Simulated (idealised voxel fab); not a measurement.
The document below concerns the process module designated voxel double patterning.
cross-section cut | 255 nm wide | cells 5 nm
A cross-section is a grid of square cells, given in bands from the top down. A band is one or more rows of cells.
Band: top height; bottom height; in nm. Then, left to right: material with width in nm, for each material. "all across": a single material spanning edge to edge. "empty": empty space.
Below 0: as-received wafer, all one material; heights counted from there. Lowest band: no bottom, goes on down, written "0 -> down".
So if you see something like "30..40" for the width, read it as the top row of the band sitting at the first number and the bottom row at the second, with every row in between moving by the same amount as the last.
Step marked "no modifications"? Then no cell in the cross-section changed in it.
Heads up: "Closed void inventory" only lists the empty pockets with no open path to the top that are 8 cells or more, and it writes them as width x height at distance, distance from the left edge, in nm.
What comes after the settings on a step's line is commentary from the simulator itself on that step.
You can add "overlay nm" to a step's line. For a step with a mask, it describes how far the mask lay to the right of its planned position, and a negative number describes a lay to the left.

Plan
step 1: RECEIVE: material Si
step 2: CONFORMAL_DEP: material SiO2, thk nm 5
step 3: DIRECTIONAL_DEP: material polySi, thk nm 10
step 4: DIRECTIONAL_DEP: material SiN, thk nm 5
step 5: PATTERN: tone open, mask id FIRST, material resist, width nm 15, pitch nm 50, thk nm 20, overlay nm 0
step 6: DIRECTIONAL_ETCH: etch materials SiN, depth nm 5
step 7: STRIP: etch materials resist
step 8: DIRECTIONAL_DEP: material aC, thk nm 10
step 9: PATTERN: tone open, mask id SECOND, material resist, width nm 15, pitch nm 50, thk nm 30, overlay nm 0
step 10: DIRECTIONAL_ETCH: etch materials aC, depth nm 10
step 11: STRIP: etch materials resist
step 12: DIRECTIONAL_ETCH: etch materials SiN, depth nm 5
step 13: STRIP: etch materials aC
step 14: DIRECTIONAL_ETCH: etch materials polySi, depth nm 10
step 15: STRIP: etch materials SiN

Account of the first of two wafers, which was processed as intended

Incoming wafer in cross-section (state: after step 1)
  0 -> down | Si all across
  Closed void inventory: none

Cross-sectional representation of the wafer at the conclusion of step 2
  5 -> 0 | SiO2 all across
  Whatever lies below 0 is exactly as it was before.

Cross-sectional representation of the wafer at the conclusion of step 3
  15 -> 5 | polySi all across
  Whatever lies below 5 is exactly as it was before.

Cross-sectional representation of the wafer at the conclusion of step 4
  20 -> 15 | SiN all across
  Whatever lies below 15 is exactly as it was before.

Cross-sectional representation of the wafer at the conclusion of step 5
  40 -> 20 | 70 nm resist  15 nm empty  35 nm resist  15 nm empty  35 nm resist  15 nm empty  70 nm resist
  Whatever lies below 20 is exactly as it was before.

Cross-sectional representation of the wafer at the conclusion of step 6
  40 -> 20 | 70 nm resist  15 nm empty  35 nm resist  15 nm empty  35 nm resist  15 nm empty  70 nm resist
  20 -> 15 | 70 nm SiN  15 nm empty  35 nm SiN  15 nm empty  35 nm SiN  15 nm empty  70 nm SiN
  Whatever lies below 15 is exactly as it was before.

Cross-sectional representation of the wafer at the conclusion of step 7
  20 -> 15 | 70 nm SiN  15 nm empty  35 nm SiN  15 nm empty  35 nm SiN  15 nm empty  70 nm SiN
  Whatever lies below 15 is exactly as it was before.

Cross-sectional representation of the wafer at the conclusion of step 8
  30 -> 25 | 70 nm aC  15 nm empty  35 nm aC  15 nm empty  35 nm aC  15 nm empty  70 nm aC
  25 -> 20 | aC all across
  20 -> 15 | 70 nm SiN  15 nm aC  35 nm SiN  15 nm aC  35 nm SiN  15 nm aC  70 nm SiN
  Whatever lies below 15 is exactly as it was before.

Cross-sectional representation of the wafer at the conclusion of step 9
  60 -> 30 | 95 nm resist  15 nm empty  35 nm resist  15 nm empty  95 nm resist
  30 -> 25 | 70 nm aC  15 nm resist  35 nm aC  15 nm resist  35 nm aC  15 nm resist  70 nm aC
  Whatever lies below 25 is exactly as it was before.

Cross-sectional representation of the wafer at the conclusion of step 10
  50 -> 30 | 95 nm resist  15 nm empty  35 nm resist  15 nm empty  95 nm resist
  30 -> 25 | 70 nm aC  15 nm resist  10 nm aC  15 nm empty  10 nm aC  15 nm resist  10 nm aC  15 nm empty  10 nm aC  15 nm resist  70 nm aC
  25 -> 20 | 95 nm aC  15 nm empty  35 nm aC  15 nm empty  95 nm aC
  Whatever lies below 20 is exactly as it was before.

Cross-sectional representation of the wafer at the conclusion of step 11
  30 -> 25 | 70 nm aC  15 nm empty  10 nm aC  15 nm empty  10 nm aC  15 nm empty  10 nm aC  15 nm empty  10 nm aC  15 nm empty  70 nm aC
  Whatever lies below 25 is exactly as it was before.

Cross-sectional representation of the wafer at the conclusion of step 12
  30 -> 25 | 70 nm aC  15 nm empty  10 nm aC  15 nm empty  10 nm aC  15 nm empty  10 nm aC  15 nm empty  10 nm aC  15 nm empty  70 nm aC
  25 -> 20 | 95 nm aC  15 nm empty  35 nm aC  15 nm empty  95 nm aC
  20 -> 15 | 70 nm SiN  15 nm aC  10 nm SiN  15 nm empty  10 nm SiN  15 nm aC  10 nm SiN  15 nm empty  10 nm SiN  15 nm aC  70 nm SiN
  Whatever lies below 15 is exactly as it was before.

Cross-sectional representation of the wafer at the conclusion of step 13
  20 -> 15 | 70 nm SiN  15 nm empty  10 nm SiN  15 nm empty  10 nm SiN  15 nm empty  10 nm SiN  15 nm empty  10 nm SiN  15 nm empty  70 nm SiN
  Whatever lies below 15 is exactly as it was before.

Cross-sectional representation of the wafer at the conclusion of step 14
  20 -> 15 | 70 nm SiN  15 nm empty  10 nm SiN  15 nm empty  10 nm SiN  15 nm empty  10 nm SiN  15 nm empty  10 nm SiN  15 nm empty  70 nm SiN
  15 -> 5 | 70 nm polySi  15 nm empty  10 nm polySi  15 nm empty  10 nm polySi  15 nm empty  10 nm polySi  15 nm empty  10 nm polySi  15 nm empty  70 nm polySi
  Whatever lies below 5 is exactly as it was before.

Cross-sectional representation of the wafer at the conclusion of step 15
  15 -> 5 | 70 nm polySi  15 nm empty  10 nm polySi  15 nm empty  10 nm polySi  15 nm empty  10 nm polySi  15 nm empty  10 nm polySi  15 nm empty  70 nm polySi
  Whatever lies below 5 is exactly as it was before.

Second of two: same start, same plan, one run error; steps up to and including 5 match the first

Cross-section of the second wafer at the time by which step 6 should have been completed according to the plan
  40 -> 20 | 70 nm resist  15 nm empty  35 nm resist  15 nm empty  35 nm resist  15 nm empty  70 nm resist
  20 -> 15 | 70 nm SiN  15 nm empty  35 nm SiN  15 nm empty  35 nm SiN  15 nm empty  70 nm SiN
  Whatever lies below 15 is exactly as it was before.

Cross-section of the second wafer at the time by which step 7 should have been completed according to the plan
  20 -> 15 | 70 nm SiN  15 nm empty  35 nm SiN  15 nm empty  35 nm SiN  15 nm empty  70 nm SiN
  Whatever lies below 15 is exactly as it was before.

Cross-section of the second wafer at the time by which step 8 should have been completed according to the plan
  30 -> 25 | 70 nm aC  15 nm empty  35 nm aC  15 nm empty  35 nm aC  15 nm empty  70 nm aC
  25 -> 20 | aC all across
  20 -> 15 | 70 nm SiN  15 nm aC  35 nm SiN  15 nm aC  35 nm SiN  15 nm aC  70 nm SiN
  Whatever lies below 15 is exactly as it was before.

Cross-section of the second wafer at the time by which step 9 should have been completed according to the plan
  60 -> 30 | 95 nm resist  15 nm empty  35 nm resist  15 nm empty  95 nm resist
  30 -> 25 | 70 nm aC  15 nm resist  35 nm aC  15 nm resist  35 nm aC  15 nm resist  70 nm aC
  Whatever lies below 25 is exactly as it was before.

Cross-section of the second wafer at the time by which step 10 should have been completed according to the plan
  50 -> 30 | 95 nm resist  15 nm empty  35 nm resist  15 nm empty  95 nm resist
  30 -> 25 | 70 nm aC  15 nm resist  10 nm aC  15 nm empty  10 nm aC  15 nm resist  10 nm aC  15 nm empty  10 nm aC  15 nm resist  70 nm aC
  25 -> 20 | 95 nm aC  15 nm empty  35 nm aC  15 nm empty  95 nm aC
  Whatever lies below 20 is exactly as it was before.

Cross-section of the second wafer at the time by which step 11 should have been completed according to the plan
  30 -> 25 | 70 nm aC  15 nm empty  10 nm aC  15 nm empty  10 nm aC  15 nm empty  10 nm aC  15 nm empty  10 nm aC  15 nm empty  70 nm aC
  Whatever lies below 25 is exactly as it was before.

Cross-section of the second wafer at the time by which step 12 should have been completed according to the plan
  30 -> 25 | 70 nm aC  15 nm empty  10 nm aC  15 nm empty  10 nm aC  15 nm empty  10 nm aC  15 nm empty  10 nm aC  15 nm empty  70 nm aC
  25 -> 20 | 95 nm aC  15 nm empty  35 nm aC  15 nm empty  95 nm aC
  20 -> 15 | 70 nm SiN  15 nm aC  10 nm SiN  15 nm empty  10 nm SiN  15 nm aC  10 nm SiN  15 nm empty  10 nm SiN  15 nm aC  70 nm SiN
  Whatever lies below 15 is exactly as it was before.

Cross-section of the second wafer at the time by which step 13 should have been completed according to the plan
  20 -> 15 | 70 nm SiN  15 nm empty  10 nm SiN  15 nm empty  10 nm SiN  15 nm empty  10 nm SiN  15 nm empty  10 nm SiN  15 nm empty  70 nm SiN
  Whatever lies below 15 is exactly as it was before.

Cross-section of the second wafer at the time by which step 14 should have been completed according to the plan
  20 -> 15 | 70 nm SiN  15 nm empty  10 nm SiN  15 nm empty  10 nm SiN  15 nm empty  10 nm SiN  15 nm empty  10 nm SiN  15 nm empty  70 nm SiN
  15 -> 5 | 70 nm polySi  15 nm empty  10 nm polySi  15 nm empty  10 nm polySi  15 nm empty  10 nm polySi  15 nm empty  10 nm polySi  15 nm empty  70 nm polySi
  Whatever lies below 5 is exactly as it was before.

Cross-section of the second wafer at the time by which step 15 should have been completed according to the plan
  15 -> 5 | 70 nm polySi  15 nm empty  10 nm polySi  15 nm empty  10 nm polySi  15 nm empty  10 nm polySi  15 nm empty  10 nm polySi  15 nm empty  70 nm polySi
  Whatever lies below 5 is exactly as it was before.
The mistake made against the process plan was this: plan step 6 was twice executed
The final cross-section is the same for the two wafers, so this model computes the same thing whether or not the mistake was made.
